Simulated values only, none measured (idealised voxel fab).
Process module name: voxel local oxidation
Square cells of 5 nm make up the cross-section cut, whose width is 180 nm.
Each cross-section below is a grid of square cells, stated as bands in top-down order, with one or more rows of cells making up each band. Heights first: top, then bottom, in nm. Then materials, left to right, each with a width in nm. "full width" on a single material: fills the band edge to edge. "blank": empty space. A quick word on heights: they are counted from 0, and under that level the wafer as it came to us is one material throughout. The lowest band is different from the rest in having no bottom; it simply continues downward, written as in "0 -> down". So if you see something like "30->40" for the width, read it as the top row of the band sitting at the first number and the bottom row at the second, with every row in between moving by the same amount as the last. "no change occurred" means the step left every cell of the cross-section as it was. Listed in "Enclosed cavity list": every empty space of 8 or more cells without an open way to the top. Form: width x height at distance, the distance being from the left edge, all in nm. Whatever follows a step's settings on its line is a remark the simulator itself makes about that step. "overlay nm" denotes, for a step that has a mask, the displacement of the mask to the right of its planned place, with negative values corresponding to the left.
-- The process steps that were planned are listed below
1 RECEIVE [material Si]
2 OXIDIZE [depth nm 5]
3 CONFORMAL_DEP [material SiN] [thk nm 15]
4 PATTERN [tone cover] [mask id ACTIVE] [material resist] [width nm 130] [thk nm 20] [overlay nm 0]
5 DIRECTIONAL_ETCH [etch materials SiN] [depth nm 15]
6 STRIP [etch materials resist]
7 SELECTIVE_ETCH [etch materials SiO2] [depth nm 5]
8 OXIDIZE [depth nm 15]
9 STRIP [etch materials SiN]
-- Concerning the first of two wafers, which was run in accordance with the plan
-- Step 1 complete: cross-section of the wafer as received
0 -> down = Si full width
Enclosed cavity list: none
-- Step 2 done - wafer cross-section
0 -> -5 = SiO2 full width
Below a height of -5, the structure has not been altered.
-- Step 3 done - wafer cross-section
15 -> 0 = SiN full width
Below a height of 0, the structure has not been altered.
-- Step 4 done - wafer cross-section
35 -> 15 = 25 nm blank / 130 nm resist / 25 nm blank
Below a height of 15, the structure has not been altered.
-- Step 5 done - wafer cross-section
35 -> 15 = 25 nm blank / 130 nm resist / 25 nm blank
15 -> 0 = 25 nm blank / 130 nm SiN / 25 nm blank
Below a height of 0, the structure has not been altered.
-- Step 6 done - wafer cross-section
15 -> 0 = 25 nm blank / 130 nm SiN / 25 nm blank
Below a height of 0, the structure has not been altered.
-- Step 7 done - wafer cross-section
15 -> 0 = 25 nm blank / 130 nm SiN / 25 nm blank
0 -> -5 = 30 nm blank / 120 nm SiO2 / 30 nm blank
Below a height of -5, the structure has not been altered.
-- Step 8 done - wafer cross-section
15 -> 0 = 25 nm blank / 130 nm SiN / 25 nm blank
0 -> -5 = 30 nm blank / 120 nm SiO2 / 30 nm blank
-5 -> -20 = 45 nm SiO2 / 90 nm Si / 45 nm SiO2
Below a height of -20, the structure has not been altered.
-- Step 9 done - wafer cross-section
0 -> -5 = 30 nm blank / 120 nm SiO2 / 30 nm blank
Below a height of -5, the structure has not been altered.
-- Companion wafer, the second of two: same beginning, same intended sequence, one mistake in carrying it out; through step 7 inclusive it tracks the first exactly
-- when step 8 should have ended
0 -> -5 = 30 nm blank / 120 nm SiO2 / 30 nm blank
Below a height of -5, the structure has not been altered.
-- when step 9 should have ended
0 -> -5 = 30 nm blank / 120 nm SiO2 / 30 nm blank
-5 -> -20 = 45 nm SiO2 / 90 nm Si / 45 nm SiO2
Below a height of -20, the structure has not been altered.
So what did we get wrong on this run? mixed up steps 8 and 9 - ran each in the other's place
The two wafers come out with the same cross-section, meaning that, for this model, the mistake has no consequence in the computed result.
